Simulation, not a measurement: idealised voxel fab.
The document below concerns the process module designated voxel capacitor over wiring.
The width of the displayed cross-section, cut, is 260 nm; its cells are square, with a size of 5 nm.
A cross-section in this document is a grid of square cells, and it is written down as bands, the top band listed before the ones below it; a band is made up of one or more rows of cells.
Band: top height; bottom height; in nm. Then, left to right: material with width in nm, for each material. "everywhere": a single material spanning edge to edge. "blank": empty space.
Where do heights start? At 0: under that level the wafer as delivered is made of one material only. And the lowest band has no floor; it just carries on downward, as in "0 -> down".
Per-row width for "30 to 40": begins at first number (top row of band), ends at second number (bottom row), increment between rows held constant.
No cell of the cross-section changed in a step that is given as "no modification".
If an empty space has no open way to the top and is at least 8 cells in size, "Closed void listing" lists it, written width x height at distance, where distance is measured from the left edge and every value is in nm.
Formally, on a step line, whatever follows the settings is a remark that the simulator itself makes on the step.
overlay nm: mask offset rightward from planned place, masked step; negative means leftward offset.
Quick note on how to read the rest: it's all pairs. You get the cross-section before a process step and the one after, but the after one only goes down as far as the lowest band that changed. The step in between, with its settings, sits under the pair. Heads up, the pairs can come from different runs of this module on the same starting wafer, so don't assume a pair picks up from the one above unless its "Pre-processing view" entry says it does.

[Pre-processing view]
95 -> 75 | 100 of blank / 55 of resist / 105 of blank
75 -> 70 | 100 of blank / 55 of TiN / 105 of blank
70 -> 65 | HfO2 everywhere
65 -> 60 | TiN everywhere
60 -> 40 | 90 of SiO2 / 15 of Ru / 155 of SiO2
40 -> 35 | 90 of SiCN / 15 of Ru / 155 of SiCN
35 -> 15 | 80 of SiO2 / 5 of TiN / 15 of Cu / 5 of TiN / 50 of SiO2 / 5 of TiN / 15 of Cu / 5 of TiN / 80 of SiO2
15 -> 10 | 80 of SiN / 25 of TiN / 50 of SiN / 25 of TiN / 80 of SiN
10 -> 0 | SiO2 everywhere
0 -> down | Si everywhere
Closed void listing: none

[Resulting Structure]
95 -> 75 | 100 of blank / 55 of resist / 105 of blank
75 -> 70 | 100 of blank / 55 of TiN / 105 of blank
70 -> 65 | 100 of blank / 55 of HfO2 / 105 of blank
Note: structure below 65 unchanged.
Closed void listing: none
Process step bridging the above cross-sections: DIRECTIONAL_ETCH [etch materials HfO2] [depth nm 5]

Pre-processing view: as in the pair right above, post-step view.

[Resulting Structure]
75 -> 70 | 100 of blank / 55 of TiN / 105 of blank
Note: structure below 70 unchanged.
Closed void listing: none
Process step bridging the above cross-sections: STRIP [etch materials resist]

Pre-processing view: as in the pair right above, post-step view.

[Resulting Structure]
95 -> 75 | 85 of blank / 65 of resist / 110 of blank
75 -> 70 | 85 of blank / 15 of resist / 55 of TiN / 105 of blank
70 -> 65 | 85 of blank / 15 of resist / 55 of HfO2 / 105 of blank
Note: structure below 65 unchanged.
Closed void listing: none
Process step bridging the above cross-sections: PATTERN [tone cover] [mask id LOWER_PLATE] [material resist] [width nm 65] [thk nm 20] [overlay nm 0]

Pre-processing view: as in the pair right above, post-step view.

[Resulting Structure]
95 -> 75 | 85 of blank / 65 of resist / 110 of blank
75 -> 70 | 85 of blank / 15 of resist / 50 of TiN / 110 of blank
70 -> 65 | 85 of blank / 15 of resist / 55 of HfO2 / 105 of blank
65 -> 60 | 85 of blank / 70 of TiN / 105 of blank
Note: structure below 60 unchanged.
Closed void listing: none
Process step bridging the above cross-sections: DIRECTIONAL_ETCH [etch materials TiN] [depth nm 5]

Pre-processing view: as in the pair right above, post-step view.

[Resulting Structure]
75 -> 70 | 100 of blank / 50 of TiN / 110 of blank
70 -> 65 | 100 of blank / 55 of HfO2 / 105 of blank
Note: structure below 65 unchanged.
Closed void listing: none
Process step bridging the above cross-sections: STRIP [etch materials resist]

Pre-processing view: as in the pair right above, post-step view.

[Resulting Structure]
95 -> 75 | SiO2 everywhere
75 -> 70 | 100 of SiO2 / 50 of TiN / 110 of SiO2
70 -> 65 | 100 of SiO2 / 55 of HfO2 / 105 of SiO2
65 -> 60 | 85 of SiO2 / 70 of TiN / 105 of SiO2
Note: structure below 60 unchanged.
Closed void listing: none
Process step bridging the above cross-sections: FILL_DEP [material SiO2] [thk nm 20]

Pre-processing view: as in the pair right above, post-step view.

[Resulting Structure]
90 -> 75 | SiO2 everywhere
Note: structure below 75 unchanged.
Closed void listing: none
Process step bridging the above cross-sections: CMP [height nm 90]

Pre-processing view: as in the pair right above, post-step view.

[Resulting Structure]
105 -> 90 | aC everywhere
Note: structure below 90 unchanged.
Closed void listing: none
Process step bridging the above cross-sections: DIRECTIONAL_DEP [material aC] [thk nm 15]

Pre-processing view: as in the pair right above, post-step view.

[Resulting Structure]
140 -> 105 | 100 of resist / 15 of blank / 145 of resist
Note: structure below 105 unchanged.
Closed void listing: none
Process step bridging the above cross-sections: PATTERN [tone open] [mask id PLUG_2] [material resist] [width nm 15] [thk nm 35] [overlay nm 0]

Pre-processing view: as in the pair right above, post-step view.

[Resulting Structure]
125 -> 105 | 100 of resist / 15 of blank / 145 of resist
105 -> 90 | 100 of aC / 15 of blank / 145 of aC
Note: structure below 90 unchanged.
Closed void listing: none
Process step bridging the above cross-sections: DIRECTIONAL_ETCH [etch materials aC] [depth nm 15]

Pre-processing view: as in the pair right above, post-step view.

[Resulting Structure]
105 -> 90 | 100 of aC / 15 of blank / 145 of aC
Note: structure below 90 unchanged.
Closed void listing: none
Process step bridging the above cross-sections: STRIP [etch materials resist]

Pre-processing view: as in the pair right above, post-step view.

[Resulting Structure]
105 -> 90 | 100 of aC / 15 of blank / 145 of aC
90 -> 75 | 100 of SiO2 / 15 of blank / 145 of SiO2
Note: structure below 75 unchanged.
Closed void listing: none
Process step bridging the above cross-sections: DIRECTIONAL_ETCH [etch materials SiO2] [depth nm 15]

Pre-processing view: as in the pair right above, post-step view.

[Resulting Structure]
90 -> 75 | 100 of SiO2 / 15 of blank / 145 of SiO2
Note: structure below 75 unchanged.
Closed void listing: none
Process step bridging the above cross-sections: STRIP [etch materials aC]

Pre-processing view: as in the pair right above, post-step view.

[Resulting Structure]
95 -> 90 | 105 of TiN / 5 of blank / 150 of TiN
90 -> 80 | 100 of SiO2 / 5 of TiN / 5 of blank / 5 of TiN / 145 of SiO2
80 -> 70 | 100 of SiO2 / 15 to 50 of TiN / 145 to 110 of SiO2
Note: structure below 70 unchanged.
Closed void listing: none
Process step bridging the above cross-sections: CONFORMAL_DEP [material TiN] [thk nm 5]

Pre-processing view: as in the pair right above, post-step view.

[Resulting Structure]
100 -> 95 | Ru everywhere
95 -> 90 | 105 of TiN / 5 of Ru / 150 of TiN
90 -> 80 | 100 of SiO2 / 5 of TiN / 5 of Ru / 5 of TiN / 145 of SiO2
Note: structure below 80 unchanged.
Closed void listing: none
Process step bridging the above cross-sections: FILL_DEP [material Ru] [thk nm 5]

Pre-processing view: as in the pair right above, post-step view.

[Resulting Structure]
90 -> 80 | 100 of SiO2 / 5 of TiN / 5 of Ru / 5 of TiN / 145 of SiO2
Note: structure below 80 unchanged.
Closed void listing: none
Process step bridging the above cross-sections: CMP [height nm 90]

Pre-processing view: as in the pair right above, post-step view.

[Resulting Structure]
95 -> 90 | SiCN everywhere
Note: structure below 90 unchanged.
Closed void listing: none
Process step bridging the above cross-sections: CONFORMAL_DEP [material SiCN] [thk nm 5]

[Pre-processing view]
60 -> 40 | 90 of SiO2 / 15 of Ru / 155 of SiO2
40 -> 35 | 90 of SiCN / 15 of Ru / 155 of SiCN
35 -> 15 | 80 of SiO2 / 5 of TiN / 15 of Cu / 5 of TiN / 50 of SiO2 / 5 of TiN / 15 of Cu / 5 of TiN / 80 of SiO2
15 -> 10 | 80 of SiN / 25 of TiN / 50 of SiN / 25 of TiN / 80 of SiN
10 -> 0 | SiO2 everywhere
0 -> down | Si everywhere
Closed void listing: none

[Resulting Structure]
65 -> 60 | Ru everywhere
Note: structure below 60 unchanged.
Closed void listing: none
Process step bridging the above cross-sections: DIRECTIONAL_DEP [material Ru] [thk nm 5]

Pre-processing view: as in the pair right above, post-step view.

[Resulting Structure]
70 -> 65 | HfO2 everywhere
Note: structure below 65 unchanged.
Closed void listing: none
Process step bridging the above cross-sections: DIRECTIONAL_DEP [material HfO2] [thk nm 5]

Pre-processing view: as in the pair right above, post-step view.

[Resulting Structure]
75 -> 70 | TiN everywhere
Note: structure below 70 unchanged.
Closed void listing: none
Process step bridging the above cross-sections: DIRECTIONAL_DEP [material TiN] [thk nm 5]

Pre-processing view: as in the pair right above, post-step view.

[Resulting Structure]
95 -> 75 | 90 of blank / 55 of resist / 115 of blank
Note: structure below 75 unchanged.
Closed void listing: none
Process step bridging the above cross-sections: PATTERN [tone cover] [mask id UPPER_PLATE] [material resist] [width nm 55] [thk nm 20] [overlay nm 0]

Pre-processing view: as in the pair right above, post-step view.

[Resulting Structure]
95 -> 75 | 90 of blank / 55 of resist / 115 of blank
75 -> 70 | 90 of blank / 55 of TiN / 115 of blank
Note: structure below 70 unchanged.
Closed void listing: none
Process step bridging the above cross-sections: DIRECTIONAL_ETCH [etch materials TiN] [depth nm 5]

Pre-processing view: as in the pair right above, post-step view.

[Resulting Structure]
95 -> 75 | 90 of blank / 55 of resist / 115 of blank
75 -> 70 | 90 of blank / 55 of TiN / 115 of blank
70 -> 65 | 90 of blank / 55 of HfO2 / 115 of blank
Note: structure below 65 unchanged.
Closed void listing: none
Process step bridging the above cross-sections: DIRECTIONAL_ETCH [etch materials HfO2] [depth nm 5]

Pre-processing view: as in the pair right above, post-step view.

[Resulting Structure]
75 -> 70 | 90 of blank / 55 of TiN / 115 of blank
Note: structure below 70 unchanged.
Closed void listing: none
Process step bridging the above cross-sections: STRIP [etch materials resist]

Pre-processing view: as in the pair right above, post-step view.

[Resulting Structure]
95 -> 75 | 85 of blank / 65 of resist / 110 of blank
75 -> 70 | 85 of blank / 5 of resist / 55 of TiN / 5 of resist / 110 of blank
70 -> 65 | 85 of blank / 5 of resist / 55 of HfO2 / 5 of resist / 110 of blank
Note: structure below 65 unchanged.
Closed void listing: none
Process step bridging the above cross-sections: PATTERN [tone cover] [mask id LOWER_PLATE] [material resist] [width nm 65] [thk nm 20] [overlay nm 0]

Pre-processing view: as in the pair right above, post-step view.

[Resulting Structure]
75 -> 70 | 90 of blank / 55 of TiN / 115 of blank
70 -> 65 | 90 of blank / 55 of HfO2 / 115 of blank
Note: structure below 65 unchanged.
Closed void listing: none
Process step bridging the above cross-sections: STRIP [etch materials resist]

Pre-processing view: as in the pair right above, post-step view.

[Resulting Structure]
95 -> 75 | SiO2 everywhere
75 -> 70 | 90 of SiO2 / 55 of TiN / 115 of SiO2
70 -> 65 | 90 of SiO2 / 55 of HfO2 / 115 of SiO2
Note: structure below 65 unchanged.
Closed void listing: none
Process step bridging the above cross-sections: FILL_DEP [material SiO2] [thk nm 20]

Pre-processing view: as in the pair right above, post-step view.

[Resulting Structure]
90 -> 75 | SiO2 everywhere
Note: structure below 75 unchanged.
Closed void listing: none
Process step bridging the above cross-sections: CMP [height nm 90]

Pre-processing view: as in the pair right above, post-step view.

[Resulting Structure]
105 -> 90 | aC everywhere
Note: structure below 90 unchanged.
Closed void listing: none
Process step bridging the above cross-sections: DIRECTIONAL_DEP [material aC] [thk nm 15]

Pre-processing view: as in the pair right above, post-step view.

[Resulting Structure]
140 -> 105 | 100 of resist / 15 of blank / 145 of resist
Note: structure below 105 unchanged.
Closed void listing: none
Process step bridging the above cross-sections: PATTERN [tone open] [mask id PLUG_2] [material resist] [width nm 15] [thk nm 35] [overlay nm 0]

Pre-processing view: as in the pair right above, post-step view.

[Resulting Structure]
125 -> 105 | 100 of resist / 15 of blank / 145 of resist
105 -> 90 | 100 of aC / 15 of blank / 145 of aC
Note: structure below 90 unchanged.
Closed void listing: none
Process step bridging the above cross-sections: DIRECTIONAL_ETCH [etch materials aC] [depth nm 15]

Pre-processing view: as in the pair right above, post-step view.

[Resulting Structure]
105 -> 90 | 100 of aC / 15 of blank / 145 of aC
Note: structure below 90 unchanged.
Closed void listing: none
Process step bridging the above cross-sections: STRIP [etch materials resist]

Pre-processing view: as in the pair right above, post-step view.

[Resulting Structure]
105 -> 90 | 100 of aC / 15 of blank / 145 of aC
90 -> 75 | 100 of SiO2 / 15 of blank / 145 of SiO2
Note: structure below 75 unchanged.
Closed void listing: none
Process step bridging the above cross-sections: DIRECTIONAL_ETCH [etch materials SiO2] [depth nm 15]

Pre-processing view: as in the pair right above, post-step view.

[Resulting Structure]
90 -> 75 | 100 of SiO2 / 15 of blank / 145 of SiO2
Note: structure below 75 unchanged.
Closed void listing: none
Process step bridging the above cross-sections: STRIP [etch materials aC]

Pre-processing view: as in the pair right above, post-step view.

[Resulting Structure]
95 -> 90 | 105 of TiN / 5 of blank / 150 of TiN
90 -> 80 | 100 of SiO2 / 5 of TiN / 5 of blank / 5 of TiN / 145 of SiO2
80 -> 70 | 100 to 90 of SiO2 / 15 to 55 of TiN / 145 to 115 of SiO2
Note: structure below 70 unchanged.
Closed void listing: none
Process step bridging the above cross-sections: CONFORMAL_DEP [material TiN] [thk nm 5]

Pre-processing view: as in the pair right above, post-step view.

[Resulting Structure]
100 -> 95 | Ru everywhere
95 -> 90 | 105 of TiN / 5 of Ru / 150 of TiN
90 -> 80 | 100 of SiO2 / 5 of TiN / 5 of Ru / 5 of TiN / 145 of SiO2
Note: structure below 80 unchanged.
Closed void listing: none
Process step bridging the above cross-sections: FILL_DEP [material Ru] [thk nm 5]

Pre-processing view: as in the pair right above, post-step view.

[Resulting Structure]
90 -> 80 | 100 of SiO2 / 5 of TiN / 5 of Ru / 5 of TiN / 145 of SiO2
Note: structure below 80 unchanged.
Closed void listing: none
Process step bridging the above cross-sections: CMP [height nm 90]

Pre-processing view: as in the pair right above, post-step view.

[Resulting Structure]
95 -> 90 | SiCN everywhere
Note: structure below 90 unchanged.
Closed void listing: none
Process step bridging the above cross-sections: CONFORMAL_DEP [material SiCN] [thk nm 5]

[Pre-processing view]
35 -> 15 | SiO2 everywhere
15 -> 10 | SiN everywhere
10 -> 0 | SiO2 everywhere
0 -> down | Si everywhere
Closed void listing: none

[Resulting Structure]
35 -> 15 | 80 of blank / 25 of SiO2 / 50 of blank / 25 of SiO2 / 80 of blank
Note: structure below 15 unchanged.
Closed void listing: none
Process step bridging the above cross-sections: MASKED_ETCH [tone cover] [mask id METAL_1] [width nm 25] [pitch nm 75] [etch materials SiO2] [depth nm 20] [overlay nm 0]

Pre-processing view: as in the pair right above, post-step view.

[Resulting Structure]
40 -> 35 | 75 of blank / 35 of TiN / 40 of blank / 35 of TiN / 75 of blank
35 -> 20 | 75 of blank / 5 of TiN / 25 of SiO2 / 5 of TiN / 40 of blank / 5 of TiN / 25 of SiO2 / 5 of TiN / 75 of blank
20 -> 15 | 80 of TiN / 25 of SiO2 / 50 of TiN / 25 of SiO2 / 80 of TiN
Note: structure below 15 unchanged.
Closed void listing: none
Process step bridging the above cross-sections: CONFORMAL_DEP [material TiN] [thk nm 5]

Pre-processing view: as in the pair right above, post-step view.

[Resulting Structure]
45 -> 40 | Cu everywhere
40 -> 35 | 75 of Cu / 35 of TiN / 40 of Cu / 35 of TiN / 75 of Cu
35 -> 20 | 75 of Cu / 5 of TiN / 25 of SiO2 / 5 of TiN / 40 of Cu / 5 of TiN / 25 of SiO2 / 5 of TiN / 75 of Cu
Note: structure below 20 unchanged.
Closed void listing: none
Process step bridging the above cross-sections: FILL_DEP [material Cu] [thk nm 5]

Pre-processing view: as in the pair right above, post-step view.

[Resulting Structure]
35 -> 20 | 75 of Cu / 5 of TiN / 25 of SiO2 / 5 of TiN / 40 of Cu / 5 of TiN / 25 of SiO2 / 5 of TiN / 75 of Cu
Note: structure below 20 unchanged.
Closed void listing: none
Process step bridging the above cross-sections: CMP [height nm 35]

Pre-processing view: as in the pair right above, post-step view.

[Resulting Structure]
40 -> 35 | SiCN everywhere
Note: structure below 35 unchanged.
Closed void listing: none
Process step bridging the above cross-sections: CONFORMAL_DEP [material SiCN] [thk nm 5]

Pre-processing view: as in the pair right above, post-step view.

[Resulting Structure]
60 -> 40 | SiO2 everywhere
Note: structure below 40 unchanged.
Closed void listing: none
Process step bridging the above cross-sections: DIRECTIONAL_DEP [material SiO2] [thk nm 20]

Pre-processing view: as in the pair right above, post-step view.

[Resulting Structure]
70 -> 60 | aC everywhere
Note: structure below 60 unchanged.
Closed void listing: none
Process step bridging the above cross-sections: DIRECTIONAL_DEP [material aC] [thk nm 10]

Pre-processing view: as in the pair right above, post-step view.

[Resulting Structure]
95 -> 70 | 90 of resist / 15 of blank / 155 of resist
Note: structure below 70 unchanged.
Closed void listing: none
Process step bridging the above cross-sections: PATTERN [tone open] [mask id PLUG_1] [material resist] [width nm 15] [thk nm 25] [overlay nm 0]

Pre-processing view: as in the pair right above, post-step view.

[Resulting Structure]
85 -> 70 | 90 of resist / 15 of blank / 155 of resist
70 -> 60 | 90 of aC / 15 of blank / 155 of aC
Note: structure below 60 unchanged.
Closed void listing: none
Process step bridging the above cross-sections: DIRECTIONAL_ETCH [etch materials aC] [depth nm 10]

Pre-processing view: as in the pair right above, post-step view.

[Resulting Structure]
70 -> 60 | 90 of aC / 15 of blank / 155 of aC
Note: structure below 60 unchanged.
Closed void listing: none
Process step bridging the above cross-sections: STRIP [etch materials resist]

Pre-processing view: as in the pair right above, post-step view.

[Resulting Structure]
70 -> 60 | 90 of aC / 15 of blank / 155 of aC
60 -> 40 | 90 of SiO2 / 15 of blank / 155 of SiO2
Note: structure below 40 unchanged.
Closed void listing: none
Process step bridging the above cross-sections: DIRECTIONAL_ETCH [etch materials SiO2] [depth nm 20]

Pre-processing view: as in the pair right above, post-step view.

[Resulting Structure]
70 -> 60 | 90 of aC / 15 of blank / 155 of aC
60 -> 40 | 90 of SiO2 / 15 of blank / 155 of SiO2
40 -> 35 | 90 of SiCN / 15 of blank / 155 of SiCN
Note: structure below 35 unchanged.
Closed void listing: none
Process step bridging the above cross-sections: DIRECTIONAL_ETCH [etch materials SiCN] [depth nm 5]

Pre-processing view: as in the pair right above, post-step view.

[Resulting Structure]
60 -> 40 | 90 of SiO2 / 15 of blank / 155 of SiO2
Note: structure below 40 unchanged.
Closed void listing: none
Process step bridging the above cross-sections: STRIP [etch materials aC]

Pre-processing view: as in the pair right above, post-step view.

[Resulting Structure]
65 -> 60 | 90 of TiN / 15 of blank / 155 of TiN
60 -> 40 | 90 of SiO2 / 15 of blank / 155 of SiO2
40 -> 35 | 90 of SiCN / 15 of TiN / 155 of SiCN
Note: structure below 35 unchanged.
Closed void listing: none
Process step bridging the above cross-sections: DIRECTIONAL_DEP [material TiN] [thk nm 5]

Pre-processing view: as in the pair right above, post-step view.

[Resulting Structure]
70 -> 65 | 90 of HfO2 / 15 of blank / 155 of HfO2
65 -> 60 | 90 of TiN / 15 of blank / 155 of TiN
60 -> 45 | 90 of SiO2 / 15 of blank / 155 of SiO2
45 -> 40 | 90 of SiO2 / 15 of HfO2 / 155 of SiO2
Note: structure below 40 unchanged.
Closed void listing: none
Process step bridging the above cross-sections: DIRECTIONAL_DEP [material HfO2] [thk nm 5]

Pre-processing view: as in the pair right above, post-step view.

[Resulting Structure]
75 -> 70 | 90 of TiN / 15 of blank / 155 of TiN
70 -> 65 | 90 of HfO2 / 15 of blank / 155 of HfO2
65 -> 60 | 90 of TiN / 15 of blank / 155 of TiN
60 -> 50 | 90 of SiO2 / 15 of blank / 155 of SiO2
50 -> 45 | 90 of SiO2 / 15 of TiN / 155 of SiO2
Note: structure below 45 unchanged.
Closed void listing: none
Process step bridging the above cross-sections: DIRECTIONAL_DEP [material TiN] [thk nm 5]

Pre-processing view: as in the pair right above, post-step view.

[Resulting Structure]
95 -> 75 | 90 of blank / 55 of resist / 115 of blank
75 -> 70 | 90 of TiN / 15 of resist / 155 of TiN
70 -> 65 | 90 of HfO2 / 15 of resist / 155 of HfO2
65 -> 60 | 90 of TiN / 15 of resist / 155 of TiN
60 -> 50 | 90 of SiO2 / 15 of resist / 155 of SiO2
Note: structure below 50 unchanged.
Closed void listing: none
Process step bridging the above cross-sections: PATTERN [tone cover] [mask id UPPER_PLATE] [material resist] [width nm 55] [thk nm 20] [overlay nm 0]

Pre-processing view: as in the pair right above, post-step view.

[Resulting Structure]
95 -> 75 | 90 of blank / 55 of resist / 115 of blank
75 -> 70 | 90 of blank / 15 of resist / 40 of TiN / 115 of blank
Note: structure below 70 unchanged.
Closed void listing: none
Process step bridging the above cross-sections: DIRECTIONAL_ETCH [etch materials TiN] [depth nm 5]

Pre-processing view: as in the pair right above, post-step view.

[Resulting Structure]
95 -> 75 | 90 of blank / 55 of resist / 115 of blank
75 -> 70 | 90 of blank / 15 of resist / 40 of TiN / 115 of blank
70 -> 65 | 90 of blank / 15 of resist / 40 of HfO2 / 115 of blank
Note: structure below 65 unchanged.
Closed void listing: none
Process step bridging the above cross-sections: DIRECTIONAL_ETCH [etch materials HfO2] [depth nm 5]

Pre-processing view: as in the pair right above, post-step view.

[Resulting Structure]
75 -> 70 | 105 of blank / 40 of TiN / 115 of blank
70 -> 65 | 105 of blank / 40 of HfO2 / 115 of blank
65 -> 60 | 90 of TiN / 15 of blank / 155 of TiN
60 -> 50 | 90 of SiO2 / 15 of blank / 155 of SiO2
Note: structure below 50 unchanged.
Closed void listing: none
Process step bridging the above cross-sections: STRIP [etch materials resist]

Pre-processing view: as in the pair right above, post-step view.

[Resulting Structure]
95 -> 75 | 85 of blank / 65 of resist / 110 of blank
75 -> 70 | 85 of blank / 20 of resist / 40 of TiN / 5 of resist / 110 of blank
70 -> 65 | 85 of blank / 20 of resist / 40 of HfO2 / 5 of resist / 110 of blank
65 -> 60 | 90 of TiN / 15 of resist / 155 of TiN
60 -> 50 | 90 of SiO2 / 15 of resist / 155 of SiO2
Note: structure below 50 unchanged.
Closed void listing: none
Process step bridging the above cross-sections: PATTERN [tone cover] [mask id LOWER_PLATE] [material resist] [width nm 65] [thk nm 20] [overlay nm 0]

Pre-processing view: as in the pair right above, post-step view.

[Resulting Structure]
95 -> 75 | 85 of blank / 65 of resist / 110 of blank
75 -> 70 | 85 of blank / 20 of resist / 40 of TiN / 5 of resist / 110 of blank
70 -> 65 | 85 of blank / 20 of resist / 40 of HfO2 / 5 of resist / 110 of blank
65 -> 60 | 85 of blank / 5 of TiN / 15 of resist / 45 of TiN / 110 of blank
Note: structure below 60 unchanged.
Closed void listing: none
Process step bridging the above cross-sections: DIRECTIONAL_ETCH [etch materials TiN] [depth nm 5]

Pre-processing view: as in the pair right above, post-step view.

[Resulting Structure]
75 -> 70 | 105 of blank / 40 of TiN / 115 of blank
70 -> 65 | 105 of blank / 40 of HfO2 / 115 of blank
65 -> 60 | 85 of blank / 5 of TiN / 15 of blank / 45 of TiN / 110 of blank
60 -> 50 | 90 of SiO2 / 15 of blank / 155 of SiO2
Note: structure below 50 unchanged.
Closed void listing: none
Process step bridging the above cross-sections: STRIP [etch materials resist]

Pre-processing view: as in the pair right above, post-step view.

[Resulting Structure]
95 -> 75 | SiO2 everywhere
75 -> 70 | 105 of SiO2 / 40 of TiN / 115 of SiO2
70 -> 65 | 105 of SiO2 / 40 of HfO2 / 115 of SiO2
65 -> 60 | 85 of SiO2 / 5 of TiN / 15 of SiO2 / 45 of TiN / 110 of SiO2
60 -> 50 | SiO2 everywhere
Note: structure below 50 unchanged.
Closed void listing: none
Process step bridging the above cross-sections: FILL_DEP [material SiO2] [thk nm 20]

Pre-processing view: as in the pair right above, post-step view.

[Resulting Structure]
90 -> 75 | SiO2 everywhere
Note: structure below 75 unchanged.
Closed void listing: none
Process step bridging the above cross-sections: CMP [height nm 90]

Pre-processing view: as in the pair right above, post-step view.

[Resulting Structure]
105 -> 90 | aC everywhere
Note: structure below 90 unchanged.
Closed void listing: none
Process step bridging the above cross-sections: DIRECTIONAL_DEP [material aC] [thk nm 15]

Pre-processing view: as in the pair right above, post-step view.

[Resulting Structure]
140 -> 105 | 100 of resist / 15 of blank / 145 of resist
Note: structure below 105 unchanged.
Closed void listing: none
Process step bridging the above cross-sections: PATTERN [tone open] [mask id PLUG_2] [material resist] [width nm 15] [thk nm 35] [overlay nm 0]

Pre-processing view: as in the pair right above, post-step view.

[Resulting Structure]
125 -> 105 | 100 of resist / 15 of blank / 145 of resist
105 -> 90 | 100 of aC / 15 of blank / 145 of aC
Note: structure below 90 unchanged.
Closed void listing: none
Process step bridging the above cross-sections: DIRECTIONAL_ETCH [etch materials aC] [depth nm 15]

Pre-processing view: as in the pair right above, post-step view.

[Resulting Structure]
105 -> 90 | 100 of aC / 15 of blank / 145 of aC
Note: structure below 90 unchanged.
Closed void listing: none
Process step bridging the above cross-sections: STRIP [etch materials resist]

Pre-processing view: as in the pair right above, post-step view.

[Resulting Structure]
105 -> 90 | 100 of aC / 15 of blank / 145 of aC
90 -> 75 | 100 of SiO2 / 15 of blank / 145 of SiO2
Note: structure below 75 unchanged.
Closed void listing: none
Process step bridging the above cross-sections: DIRECTIONAL_ETCH [etch materials SiO2] [depth nm 15]

Pre-processing view: as in the pair right above, post-step view.

[Resulting Structure]
90 -> 75 | 100 of SiO2 / 15 of blank / 145 of SiO2
Note: structure below 75 unchanged.
Closed void listing: none
Process step bridging the above cross-sections: STRIP [etch materials aC]

Pre-processing view: as in the pair right above, post-step view.

[Resulting Structure]
95 -> 90 | 105 of TiN / 5 of blank / 150 of TiN
90 -> 80 | 100 of SiO2 / 5 of TiN / 5 of blank / 5 of TiN / 145 of SiO2
80 -> 70 | 100 to 105 of SiO2 / 15 to 40 of TiN / 145 to 115 of SiO2
Note: structure below 70 unchanged.
Closed void listing: none
Process step bridging the above cross-sections: CONFORMAL_DEP [material TiN] [thk nm 5]

Pre-processing view: as in the pair right above, post-step view.

[Resulting Structure]
100 -> 95 | Ru everywhere
95 -> 90 | 105 of TiN / 5 of Ru / 150 of TiN
90 -> 80 | 100 of SiO2 / 5 of TiN / 5 of Ru / 5 of TiN / 145 of SiO2
Note: structure below 80 unchanged.
Closed void listing: none
Process step bridging the above cross-sections: FILL_DEP [material Ru] [thk nm 5]

Pre-processing view: as in the pair right above, post-step view.

[Resulting Structure]
90 -> 80 | 100 of SiO2 / 5 of TiN / 5 of Ru / 5 of TiN / 145 of SiO2
Note: structure below 80 unchanged.
Closed void listing: none
Process step bridging the above cross-sections: CMP [height nm 90]

Pre-processing view: as in the pair right above, post-step view.

[Resulting Structure]
95 -> 90 | SiCN everywhere
Note: structure below 90 unchanged.
Closed void listing: none
Process step bridging the above cross-sections: CONFORMAL_DEP [material SiCN] [thk nm 5]
